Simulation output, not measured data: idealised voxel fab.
Herein follows the process module entitled voxel ribs on slabs.
FYI the section here is cut, 185 nm wide, cells are 5 nm squares.
Cross-section format: a grid of square cells, given as bands from top to bottom; each band is one or more rows of cells.
This entry defines a band. It first specifies the height of the band's top and the height of its bottom in nm, and then specifies the band's materials from left to right, stating each material with its width in nm. The word "full width" identifies a single material that fills the band from edge to edge, while the word "air" identifies empty space.
Beneath 0, the wafer as received is one material, and that level is where height counting begins. The lowest band goes on downward without a bottom; it is written like "top 0, no bottom".
So if you see something like "30..40" for the width, read it as the top row of the band sitting at the first number and the bottom row at the second, with every row in between moving by the same amount as the last.
"nothing different" (step): cross-section cells unchanged, all of them.
"Enclosed void entries" enumerates empty spaces isolated from the top, with no open way to it, that contain at least 8 cells, giving each as width x height at distance from the left edge, all three in nm.
The remark found on a step's line after its settings is issued by the simulator itself and pertains to that step.
On any step carrying a mask, the "overlay nm" setting, if present on the step's line, tells how far right of its planned place the mask lay; negative values point to the left.
Process steps - plan:
1) op RECEIVE | material Si
2) op DIRECTIONAL_DEP | material SiO2 | thk nm 20
3) op DIRECTIONAL_DEP | material polySi | thk nm 15
4) op MASKED_ETCH | tone cover | mask id RIB | width nm 15 | etch materials polySi | depth nm 5 | overlay nm 0
5) op MASKED_ETCH | tone cover | mask id SLAB | width nm 55 | etch materials polySi | depth nm 10 | overlay nm 0
6) op FILL_DEP | material SiO2 | thk nm 20
7) op CMP | height nm 45
8) op DIRECTIONAL_DEP | material TiN | thk nm 5
9) op DIRECTIONAL_DEP | material aC | thk nm 10
10) op PATTERN | tone cover | mask id HEATER | material resist | width nm 25 | thk nm 30 | overlay nm 0
11) op DIRECTIONAL_ETCH | etch materials aC | depth nm 10
12) op STRIP | etch materials resist
13) op DIRECTIONAL_ETCH | etch materials TiN | depth nm 5
14) op STRIP | etch materials aC
15) op CONFORMAL_DEP | material SiN | thk nm 5
First of two wafers: run as planned:
Cross-section of the wafer as it came to us, i.e., already through step 1:
    top 0, no bottom | Si full width
    Enclosed void entries: none
Sectional view: wafer, after step 2:
    top 20, bottom 0 | SiO2 full width
    Note: structure below 0 unchanged.
Sectional view: wafer, after step 3:
    top 35, bottom 20 | polySi full width
    Note: structure below 20 unchanged.
Sectional view: wafer, after step 4:
    top 35, bottom 30 | air (85) / polySi (15) / air (85)
    Note: structure below 30 unchanged.
Sectional view: wafer, after step 5:
    top 35, bottom 30 | air (85) / polySi (15) / air (85)
    top 30, bottom 20 | air (65) / polySi (55) / air (65)
    Note: structure below 20 unchanged.
Sectional view: wafer, after step 6:
    top 55, bottom 35 | SiO2 full width
    top 35, bottom 30 | SiO2 (85) / polySi (15) / SiO2 (85)
    top 30, bottom 20 | SiO2 (65) / polySi (55) / SiO2 (65)
    Note: structure below 20 unchanged.
Sectional view: wafer, after step 7:
    top 45, bottom 35 | SiO2 full width
    Note: structure below 35 unchanged.
Sectional view: wafer, after step 8:
    top 50, bottom 45 | TiN full width
    Note: structure below 45 unchanged.
Sectional view: wafer, after step 9:
    top 60, bottom 50 | aC full width
    Note: structure below 50 unchanged.
Sectional view: wafer, after step 10:
    top 90, bottom 60 | air (80) / resist (25) / air (80)
    Note: structure below 60 unchanged.
Sectional view: wafer, after step 11:
    top 80, bottom 60 | air (80) / resist (25) / air (80)
    top 60, bottom 50 | air (80) / aC (25) / air (80)
    Note: structure below 50 unchanged.
Sectional view: wafer, after step 12:
    top 60, bottom 50 | air (80) / aC (25) / air (80)
    Note: structure below 50 unchanged.
Sectional view: wafer, after step 13:
    top 60, bottom 50 | air (80) / aC (25) / air (80)
    top 50, bottom 45 | air (80) / TiN (25) / air (80)
    Note: structure below 45 unchanged.
Sectional view: wafer, after step 14:
    top 50, bottom 45 | air (80) / TiN (25) / air (80)
    Note: structure below 45 unchanged.
Sectional view: wafer, after step 15:
    top 55, bottom 50 | air (75) / SiN (35) / air (75)
    top 50, bottom 45 | SiN (80) / TiN (25) / SiN (80)
    Note: structure below 45 unchanged.
Second wafer: like start, like plan, one mistake. Through step 1 it matches the first wafer:
Cross-section: second wafer, time at which step 2 was scheduled to end:
    top 15, bottom 0 | polySi full width
    Note: structure below 0 unchanged.
Cross-section: second wafer, time at which step 3 was scheduled to end:
    top 35, bottom 15 | SiO2 full width
    Note: structure below 15 unchanged.
Cross-section: second wafer, time at which step 4 was scheduled to end: nothing different
Cross-section: second wafer, time at which step 5 was scheduled to end: nothing different
Cross-section: second wafer, time at which step 6 was scheduled to end:
    top 55, bottom 15 | SiO2 full width
    Note: structure below 15 unchanged.
Cross-section: second wafer, time at which step 7 was scheduled to end:
    top 45, bottom 15 | SiO2 full width
    Note: structure below 15 unchanged.
Cross-section: second wafer, time at which step 8 was scheduled to end:
    top 50, bottom 45 | TiN full width
    Note: structure below 45 unchanged.
Cross-section: second wafer, time at which step 9 was scheduled to end:
    top 60, bottom 50 | aC full width
    Note: structure below 50 unchanged.
Cross-section: second wafer, time at which step 10 was scheduled to end:
    top 90, bottom 60 | air (80) / resist (25) / air (80)
    Note: structure below 60 unchanged.
Cross-section: second wafer, time at which step 11 was scheduled to end:
    top 80, bottom 60 | air (80) / resist (25) / air (80)
    top 60, bottom 50 | air (80) / aC (25) / air (80)
    Note: structure below 50 unchanged.
Cross-section: second wafer, time at which step 12 was scheduled to end:
    top 60, bottom 50 | air (80) / aC (25) / air (80)
    Note: structure below 50 unchanged.
Cross-section: second wafer, time at which step 13 was scheduled to end:
    top 60, bottom 50 | air (80) / aC (25) / air (80)
    top 50, bottom 45 | air (80) / TiN (25) / air (80)
    Note: structure below 45 unchanged.
Cross-section: second wafer, time at which step 14 was scheduled to end:
    top 50, bottom 45 | air (80) / TiN (25) / air (80)
    Note: structure below 45 unchanged.
Cross-section: second wafer, time at which step 15 was scheduled to end:
    top 55, bottom 50 | air (75) / SiN (35) / air (75)
    top 50, bottom 45 | SiN (80) / TiN (25) / SiN (80)
    Note: structure below 45 unchanged.
what went wrong: the executed order of steps 2 and 3 is the reverse of that specified in the plan, each step having taken the other's position
It is noted that, at the conclusion of processing, the second wafer exhibits a higher or lower cell count for certain materials relative to the first: 86 fewer of SiO2; 86 more of polySi
